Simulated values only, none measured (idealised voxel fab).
Presented below is a process module, voxel double patterning.
Displayed cross-section: cut, width of 160 nm, square cells sized 5 nm.
Each cross-section below is a grid of square cells, stated as bands in top-down order, with one or more rows of cells making up each band.
Top, bottom (nm), then materials left to right with widths (nm); lone material tagged "all across" fills the whole band edge to edge; "empty" = empty space.
Measure heights from 0. That's the level where, below it, the as-received wafer is all one material. The lowest band is bottomless and extends downward; write it as in "0 nm and below".
It should be noted that a width expressed as "30 to 40" varies in equal increments from row to row of cells within the band, taking the value of the first number at the top row and that of the second number at the bottom row.
"changes: none", as given for a step, is the statement that not any cell of the cross-section underwent a change during that step.
Entry "Closed void inventory" = empty spaces >= 8 cells with no open way to the top; each as width x height at distance, distance from left edge, all nm.
Whatever follows a step's settings on its line is a remark the simulator itself makes about that step.
overlay nm: for a step with a mask, the amount by which the mask lay right of where it was planned; a negative amount means left of it.
Pairs ahead. Before: cross-section ahead of one process step. After: cross-section once the step is done, shown to the lowest changed band only. Under each pair: that step, with settings. Caution: pairs may come from different runs of this module on the same starting wafer; a pair follows the pair above only where its "Geometry before processing" entry says so.

GEOMETRY BEFORE PROCESSING
  0 nm and below = Si all across
  Closed void inventory: none

AFTER THE STEP
  10 nm to 0 nm = SiO2 all across
  At heights below 0, the structure remains unaltered.
  Closed void inventory: none
Intermediate step for the cross-sections above: CONFORMAL_DEP,material SiO2,thk nm 10

Geometry before processing: starting point is the after cross-section of the pair just above.

AFTER THE STEP
  25 nm to 10 nm = polySi all across
  At heights below 10, the structure remains unaltered.
  Closed void inventory: none
Intermediate step for the cross-sections above: DIRECTIONAL_DEP,material polySi,thk nm 15

Geometry before processing: starting point is the after cross-section of the pair just above.

AFTER THE STEP
  35 nm to 25 nm = SiN all across
  At heights below 25, the structure remains unaltered.
  Closed void inventory: none
Intermediate step for the cross-sections above: DIRECTIONAL_DEP,material SiN,thk nm 10

Geometry before processing: starting point is the after cross-section of the pair just above.

AFTER THE STEP
  55 nm to 35 nm = resist (20), then empty (15), then resist (35), then empty (15), then resist (35), then empty (15), then resist (25)
  At heights below 35, the structure remains unaltered.
  Closed void inventory: none
Intermediate step for the cross-sections above: PATTERN,tone open,mask id FIRST,material resist,width nm 15,pitch nm 50,thk nm 20,overlay nm 0

Geometry before processing: starting point is the after cross-section of the pair just above.

AFTER THE STEP
  55 nm to 35 nm = resist (20), then empty (15), then resist (35), then empty (15), then resist (35), then empty (15), then resist (25)
  35 nm to 25 nm = SiN (20), then empty (15), then SiN (35), then empty (15), then SiN (35), then empty (15), then SiN (25)
  At heights below 25, the structure remains unaltered.
  Closed void inventory: none
Intermediate step for the cross-sections above: DIRECTIONAL_ETCH,etch materials SiN,depth nm 10

Geometry before processing: starting point is the after cross-section of the pair just above.

AFTER THE STEP
  35 nm to 25 nm = SiN (20), then empty (15), then SiN (35), then empty (15), then SiN (35), then empty (15), then SiN (25)
  At heights below 25, the structure remains unaltered.
  Closed void inventory: none
Intermediate step for the cross-sections above: STRIP,etch materials resist

Geometry before processing: starting point is the after cross-section of the pair just above.

AFTER THE STEP
  35 nm to 25 nm = SiN (20), then empty (15), then SiN (10), then empty (15), then SiN (10), then empty (15), then SiN (10), then empty (15), then SiN (10), then empty (15), then SiN (25)
  At heights below 25, the structure remains unaltered.
  Closed void inventory: none
Intermediate step for the cross-sections above: MASKED_ETCH,tone open,mask id SECOND,width nm 15,pitch nm 50,etch materials SiN,depth nm 10,overlay nm 0

Geometry before processing: starting point is the after cross-section of the pair just above.

AFTER THE STEP
  35 nm to 25 nm = SiN (20), then empty (15), then SiN (10), then empty (15), then SiN (10), then empty (15), then SiN (10), then empty (15), then SiN (10), then empty (15), then SiN (25)
  25 nm to 10 nm = polySi (20), then empty (15), then polySi (10), then empty (15), then polySi (10), then empty (15), then polySi (10), then empty (15), then polySi (10), then empty (15), then polySi (25)
  At heights below 10, the structure remains unaltered.
  Closed void inventory: none
Intermediate step for the cross-sections above: DIRECTIONAL_ETCH,etch materials polySi,depth nm 15

Geometry before processing: starting point is the after cross-section of the pair just above.

AFTER THE STEP
  25 nm to 10 nm = polySi (20), then empty (15), then polySi (10), then empty (15), then polySi (10), then empty (15), then polySi (10), then empty (15), then polySi (10), then empty (15), then polySi (25)
  At heights below 10, the structure remains unaltered.
  Closed void inventory: none
Intermediate step for the cross-sections above: STRIP,etch materials SiN

GEOMETRY BEFORE PROCESSING
  25 nm to 10 nm = polySi all across
  10 nm to 0 nm = SiO2 all across
  0 nm and below = Si all across
  Closed void inventory: none

AFTER THE STEP
  40 nm to 10 nm = polySi all across
  At heights below 10, the structure remains unaltered.
  Closed void inventory: none
Intermediate step for the cross-sections above: DIRECTIONAL_DEP,material polySi,thk nm 15

Geometry before processing: starting point is the after cross-section of the pair just above.

AFTER THE STEP
  50 nm to 40 nm = SiN all across
  At heights below 40, the structure remains unaltered.
  Closed void inventory: none
Intermediate step for the cross-sections above: DIRECTIONAL_DEP,material SiN,thk nm 10

Geometry before processing: starting point is the after cross-section of the pair just above.

AFTER THE STEP
  70 nm to 50 nm = resist (20), then empty (15), then resist (35), then empty (15), then resist (35), then empty (15), then resist (25)
  At heights below 50, the structure remains unaltered.
  Closed void inventory: none
Intermediate step for the cross-sections above: PATTERN,tone open,mask id FIRST,material resist,width nm 15,pitch nm 50,thk nm 20,overlay nm 0

Geometry before processing: starting point is the after cross-section of the pair just above.

AFTER THE STEP
  70 nm to 50 nm = resist (20), then empty (15), then resist (35), then empty (15), then resist (35), then empty (15), then resist (25)
  50 nm to 40 nm = SiN (20), then empty (15), then SiN (35), then empty (15), then SiN (35), then empty (15), then SiN (25)
  At heights below 40, the structure remains unaltered.
  Closed void inventory: none
Intermediate step for the cross-sections above: DIRECTIONAL_ETCH,etch materials SiN,depth nm 10

Geometry before processing: starting point is the after cross-section of the pair just above.

AFTER THE STEP
  50 nm to 40 nm = SiN (20), then empty (15), then SiN (35), then empty (15), then SiN (35), then empty (15), then SiN (25)
  At heights below 40, the structure remains unaltered.
  Closed void inventory: none
Intermediate step for the cross-sections above: STRIP,etch materials resist

Geometry before processing: starting point is the after cross-section of the pair just above.

AFTER THE STEP
  50 nm to 40 nm = SiN (20), then empty (15), then SiN (10), then empty (15), then SiN (10), then empty (15), then SiN (10), then empty (15), then SiN (10), then empty (15), then SiN (25)
  At heights below 40, the structure remains unaltered.
  Closed void inventory: none
Intermediate step for the cross-sections above: MASKED_ETCH,tone open,mask id SECOND,width nm 15,pitch nm 50,etch materials SiN,depth nm 10,overlay nm 0

Geometry before processing: starting point is the after cross-section of the pair just above.

AFTER THE STEP
  50 nm to 40 nm = SiN (20), then empty (15), then SiN (10), then empty (15), then SiN (10), then empty (15), then SiN (10), then empty (15), then SiN (10), then empty (15), then SiN (25)
  40 nm to 25 nm = polySi (20), then empty (15), then polySi (10), then empty (15), then polySi (10), then empty (15), then polySi (10), then empty (15), then polySi (10), then empty (15), then polySi (25)
  At heights below 25, the structure remains unaltered.
  Closed void inventory: none
Intermediate step for the cross-sections above: DIRECTIONAL_ETCH,etch materials polySi,depth nm 15

Geometry before processing: starting point is the after cross-section of the pair just above.

AFTER THE STEP
  40 nm to 25 nm = polySi (20), then empty (15), then polySi (10), then empty (15), then polySi (10), then empty (15), then polySi (10), then empty (15), then polySi (10), then empty (15), then polySi (25)
  At heights below 25, the structure remains unaltered.
  Closed void inventory: none
Intermediate step for the cross-sections above: STRIP,etch materials SiN

GEOMETRY BEFORE PROCESSING
  0 nm and below = Si all across
  Closed void inventory: none

AFTER THE STEP
  15 nm to 0 nm = polySi all across
  At heights below 0, the structure remains unaltered.
  Closed void inventory: none
Intermediate step for the cross-sections above: DIRECTIONAL_DEP,material polySi,thk nm 15

Geometry before processing: starting point is the after cross-section of the pair just above.

AFTER THE STEP
  25 nm to 15 nm = SiO2 all across
  At heights below 15, the structure remains unaltered.
  Closed void inventory: none
Intermediate step for the cross-sections above: CONFORMAL_DEP,material SiO2,thk nm 10

Geometry before processing: starting point is the after cross-section of the pair just above.

AFTER THE STEP
  35 nm to 25 nm = SiN all across
  At heights below 25, the structure remains unaltered.
  Closed void inventory: none
Intermediate step for the cross-sections above: DIRECTIONAL_DEP,material SiN,thk nm 10

Geometry before processing: starting point is the after cross-section of the pair just above.

AFTER THE STEP
  55 nm to 35 nm = resist (20), then empty (15), then resist (35), then empty (15), then resist (35), then empty (15), then resist (25)
  At heights below 35, the structure remains unaltered.
  Closed void inventory: none
Intermediate step for the cross-sections above: PATTERN,tone open,mask id FIRST,material resist,width nm 15,pitch nm 50,thk nm 20,overlay nm 0

Geometry before processing: starting point is the after cross-section of the pair just above.

AFTER THE STEP
  55 nm to 35 nm = resist (20), then empty (15), then resist (35), then empty (15), then resist (35), then empty (15), then resist (25)
  35 nm to 25 nm = SiN (20), then empty (15), then SiN (35), then empty (15), then SiN (35), then empty (15), then SiN (25)
  At heights below 25, the structure remains unaltered.
  Closed void inventory: none
Intermediate step for the cross-sections above: DIRECTIONAL_ETCH,etch materials SiN,depth nm 10

Geometry before processing: starting point is the after cross-section of the pair just above.

AFTER THE STEP
  35 nm to 25 nm = SiN (20), then empty (15), then SiN (35), then empty (15), then SiN (35), then empty (15), then SiN (25)
  At heights below 25, the structure remains unaltered.
  Closed void inventory: none
Intermediate step for the cross-sections above: STRIP,etch materials resist

Geometry before processing: starting point is the after cross-section of the pair just above.

AFTER THE STEP
  35 nm to 25 nm = SiN (20), then empty (15), then SiN (10), then empty (15), then SiN (10), then empty (15), then SiN (10), then empty (15), then SiN (10), then empty (15), then SiN (25)
  At heights below 25, the structure remains unaltered.
  Closed void inventory: none
Intermediate step for the cross-sections above: MASKED_ETCH,tone open,mask id SECOND,width nm 15,pitch nm 50,etch materials SiN,depth nm 10,overlay nm 0

Geometry before processing: starting point is the after cross-section of the pair just above.

AFTER THE STEP
  25 nm to 15 nm = SiO2 all across
  At heights below 15, the structure remains unaltered.
  Closed void inventory: none
Intermediate step for the cross-sections above: STRIP,etch materials SiN

GEOMETRY BEFORE PROCESSING
  35 nm to 25 nm = SiN (20), then empty (15), then SiN (10), then empty (15), then SiN (10), then empty (15), then SiN (10), then empty (15), then SiN (10), then empty (15), then SiN (25)
  25 nm to 10 nm = polySi all across
  10 nm to 0 nm = SiO2 all across
  0 nm and below = Si all across
  Closed void inventory: none

AFTER THE STEP
  35 nm to 25 nm = SiN (20), then empty (15), then SiN (10), then empty (15), then SiN (10), then empty (15), then SiN (10), then empty (15), then SiN (10), then empty (15), then SiN (25)
  25 nm to 15 nm = polySi (20), then empty (15), then polySi (10), then empty (15), then polySi (10), then empty (15), then polySi (10), then empty (15), then polySi (10), then empty (15), then polySi (25)
  At heights below 15, the structure remains unaltered.
  Closed void inventory: none
Intermediate step for the cross-sections above: DIRECTIONAL_ETCH,etch materials polySi,depth nm 10

Geometry before processing: starting point is the after cross-section of the pair just above.

AFTER THE STEP
  25 nm to 15 nm = polySi (20), then empty (15), then polySi (10), then empty (15), then polySi (10), then empty (15), then polySi (10), then empty (15), then polySi (10), then empty (15), then polySi (25)
  At heights below 15, the structure remains unaltered.
  Closed void inventory: none
Intermediate step for the cross-sections above: STRIP,etch materials SiN

GEOMETRY BEFORE PROCESSING
  35 nm to 25 nm = SiN all across
  25 nm to 10 nm = polySi all across
  10 nm to 0 nm = SiO2 all across
  0 nm and below = Si all across
  Closed void inventory: none

AFTER THE STEP
  55 nm to 35 nm = resist (15), then empty (25), then resist (25), then empty (25), then resist (25), then empty (25), then resist (20)
  At heights below 35, the structure remains unaltered.
  Closed void inventory: none
Intermediate step for the cross-sections above: PATTERN,tone open,mask id FIRST,material resist,width nm 25,pitch nm 50,thk nm 20,overlay nm 0

Geometry before processing: starting point is the after cross-section of the pair just above.

AFTER THE STEP
  55 nm to 35 nm = resist (15), then empty (25), then resist (25), then empty (25), then resist (25), then empty (25), then resist (20)
  35 nm to 25 nm = SiN (15), then empty (25), then SiN (25), then empty (25), then SiN (25), then empty (25), then SiN (20)
  At heights below 25, the structure remains unaltered.
  Closed void inventory: none
Intermediate step for the cross-sections above: DIRECTIONAL_ETCH,etch materials SiN,depth nm 10

Geometry before processing: starting point is the after cross-section of the pair just above.

AFTER THE STEP
  35 nm to 25 nm = SiN (15), then empty (25), then SiN (25), then empty (25), then SiN (25), then empty (25), then SiN (20)
  At heights below 25, the structure remains unaltered.
  Closed void inventory: none
Intermediate step for the cross-sections above: STRIP,etch materials resist

Geometry before processing: starting point is the after cross-section of the pair just above.

AFTER THE STEP
  35 nm to 25 nm = SiN (15), then empty (25), then SiN (5), then empty (15), then SiN (5), then empty (25), then SiN (5), then empty (15), then SiN (5), then empty (25), then SiN (20)
  At heights below 25, the structure remains unaltered.
  Closed void inventory: none
Intermediate step for the cross-sections above: MASKED_ETCH,tone open,mask id SECOND,width nm 15,pitch nm 50,etch materials SiN,depth nm 10,overlay nm 0

Geometry before processing: starting point is the after cross-section of the pair just above.

AFTER THE STEP
  35 nm to 25 nm = SiN (15), then empty (25), then SiN (5), then empty (15), then SiN (5), then empty (25), then SiN (5), then empty (15), then SiN (5), then empty (25), then SiN (20)
  25 nm to 10 nm = polySi (15), then empty (25), then polySi (5), then empty (15), then polySi (5), then empty (25), then polySi (5), then empty (15), then polySi (5), then empty (25), then polySi (20)
  At heights below 10, the structure remains unaltered.
  Closed void inventory: none
Intermediate step for the cross-sections above: DIRECTIONAL_ETCH,etch materials polySi,depth nm 15

Geometry before processing: starting point is the after cross-section of the pair just above.

AFTER THE STEP
  25 nm to 10 nm = polySi (15), then empty (25), then polySi (5), then empty (15), then polySi (5), then empty (25), then polySi (5), then empty (15), then polySi (5), then empty (25), then polySi (20)
  At heights below 10, the structure remains unaltered.
  Closed void inventory: none
Intermediate step for the cross-sections above: STRIP,etch materials SiN

GEOMETRY BEFORE PROCESSING
  35 nm to 25 nm = SiN (20), then empty (15), then SiN (35), then empty (15), then SiN (35), then empty (15), then SiN (25)
  25 nm to 10 nm = polySi all across
  10 nm to 0 nm = SiO2 all across
  0 nm and below = Si all across
  Closed void inventory: none

AFTER THE STEP
  35 nm to 25 nm = SiN (20), then empty (15), then SiN (20), then empty (30), then SiN (20), then empty (30), then SiN (25)
  At heights below 25, the structure remains unaltered.
  Closed void inventory: none
Intermediate step for the cross-sections above: MASKED_ETCH,tone open,mask id SECOND,width nm 15,pitch nm 50,etch materials SiN,depth nm 10,overlay nm 10

Geometry before processing: starting point is the after cross-section of the pair just above.

AFTER THE STEP
  35 nm to 25 nm = SiN (20), then empty (15), then SiN (20), then empty (30), then SiN (20), then empty (30), then SiN (25)
  25 nm to 10 nm = polySi (20), then empty (15), then polySi (20), then empty (30), then polySi (20), then empty (30), then polySi (25)
  At heights below 10, the structure remains unaltered.
  Closed void inventory: none
Intermediate step for the cross-sections above: DIRECTIONAL_ETCH,etch materials polySi,depth nm 15

Geometry before processing: starting point is the after cross-section of the pair just above.

AFTER THE STEP
  25 nm to 10 nm = polySi (20), then empty (15), then polySi (20), then empty (30), then polySi (20), then empty (30), then polySi (25)
  At heights below 10, the structure remains unaltered.
  Closed void inventory: none
Intermediate step for the cross-sections above: STRIP,etch materials SiN

GEOMETRY BEFORE PROCESSING
  10 nm to 0 nm = SiO2 all across
  0 nm and below = Si all across
  Closed void inventory: none

AFTER THE STEP
  25 nm to 0 nm = SiO2 all across
  At heights below 0, the structure remains unaltered.
  Closed void inventory: none
Intermediate step for the cross-sections above: DIRECTIONAL_DEP,material SiO2,thk nm 15

Geometry before processing: starting point is the after cross-section of the pair just above.

AFTER THE STEP
  35 nm to 25 nm = SiN all across
  At heights below 25, the structure remains unaltered.
  Closed void inventory: none
Intermediate step for the cross-sections above: DIRECTIONAL_DEP,material SiN,thk nm 10

Geometry before processing: starting point is the after cross-section of the pair just above.

AFTER THE STEP
  55 nm to 35 nm = resist (20), then empty (15), then resist (35), then empty (15), then resist (35), then empty (15), then resist (25)
  At heights below 35, the structure remains unaltered.
  Closed void inventory: none
Intermediate step for the cross-sections above: PATTERN,tone open,mask id FIRST,material resist,width nm 15,pitch nm 50,thk nm 20,overlay nm 0

Geometry before processing: starting point is the after cross-section of the pair just above.

AFTER THE STEP
  55 nm to 35 nm = resist (20), then empty (15), then resist (35), then empty (15), then resist (35), then empty (15), then resist (25)
  35 nm to 25 nm = SiN (20), then empty (15), then SiN (35), then empty (15), then SiN (35), then empty (15), then SiN (25)
  At heights below 25, the structure remains unaltered.
  Closed void inventory: none
Intermediate step for the cross-sections above: DIRECTIONAL_ETCH,etch materials SiN,depth nm 10

Geometry before processing: starting point is the after cross-section of the pair just above.

AFTER THE STEP
  35 nm to 25 nm = SiN (20), then empty (15), then SiN (35), then empty (15), then SiN (35), then empty (15), then SiN (25)
  At heights below 25, the structure remains unaltered.
  Closed void inventory: none
Intermediate step for the cross-sections above: STRIP,etch materials resist

Geometry before processing: starting point is the after cross-section of the pair just above.

AFTER THE STEP
  35 nm to 25 nm = SiN (20), then empty (15), then SiN (10), then empty (15), then SiN (10), then empty (15), then SiN (10), then empty (15), then SiN (10), then empty (15), then SiN (25)
  At heights below 25, the structure remains unaltered.
  Closed void inventory: none
Intermediate step for the cross-sections above: MASKED_ETCH,tone open,mask id SECOND,width nm 15,pitch nm 50,etch materials SiN,depth nm 10,overlay nm 0

Geometry before processing: starting point is the after cross-section of the pair just above.

AFTER THE STEP
  25 nm to 0 nm = SiO2 all across
  At heights below 0, the structure remains unaltered.
  Closed void inventory: none
Intermediate step for the cross-sections above: STRIP,etch materials SiN

GEOMETRY BEFORE PROCESSING
  35 nm to 25 nm = SiN all across
  25 nm to 10 nm = polySi all across
  10 nm to 0 nm = SiO2 all across
  0 nm and below = Si all across
  Closed void inventory: none

AFTER THE STEP
  55 nm to 35 nm = empty (20), then resist (15), then empty (35), then resist (15), then empty (35), then resist (15), then empty (25)
  At heights below 35, the structure remains unaltered.
  Closed void inventory: none
Intermediate step for the cross-sections above: PATTERN,tone cover,mask id FIRST,material resist,width nm 15,pitch nm 50,thk nm 20,overlay nm 0

Geometry before processing: starting point is the after cross-section of the pair just above.

AFTER THE STEP
  55 nm to 35 nm = empty (20), then resist (15), then empty (35), then resist (15), then empty (35), then resist (15), then empty (25)
  35 nm to 25 nm = empty (20), then SiN (15), then empty (35), then SiN (15), then empty (35), then SiN (15), then empty (25)
  At heights below 25, the structure remains unaltered.
  Closed void inventory: none
Intermediate step for the cross-sections above: DIRECTIONAL_ETCH,etch materials SiN,depth nm 10

Geometry before processing: starting point is the after cross-section of the pair just above.

AFTER THE STEP
  35 nm to 25 nm = empty (20), then SiN (15), then empty (35), then SiN (15), then empty (35), then SiN (15), then empty (25)
  At heights below 25, the structure remains unaltered.
  Closed void inventory: none
Intermediate step for the cross-sections above: STRIP,etch materials resist

Geometry before processing: starting point is the after cross-section of the pair just above.

AFTER THE STEP
  35 nm to 25 nm = empty (20), then SiN (15), then empty (35), then SiN (15), then empty (35), then SiN (15), then empty (25)
  25 nm to 10 nm = empty (20), then polySi (15), then empty (35), then polySi (15), then empty (35), then polySi (15), then empty (25)
  At heights below 10, the structure remains unaltered.
  Closed void inventory: none
Intermediate step for the cross-sections above: DIRECTIONAL_ETCH,etch materials polySi,depth nm 15

Geometry before processing: starting point is the after cross-section of the pair just above.

AFTER THE STEP
  25 nm to 10 nm = empty (20), then polySi (15), then empty (35), then polySi (15), then empty (35), then polySi (15), then empty (25)
  At heights below 10, the structure remains unaltered.
  Closed void inventory: none
Intermediate step for the cross-sections above: STRIP,etch materials SiN
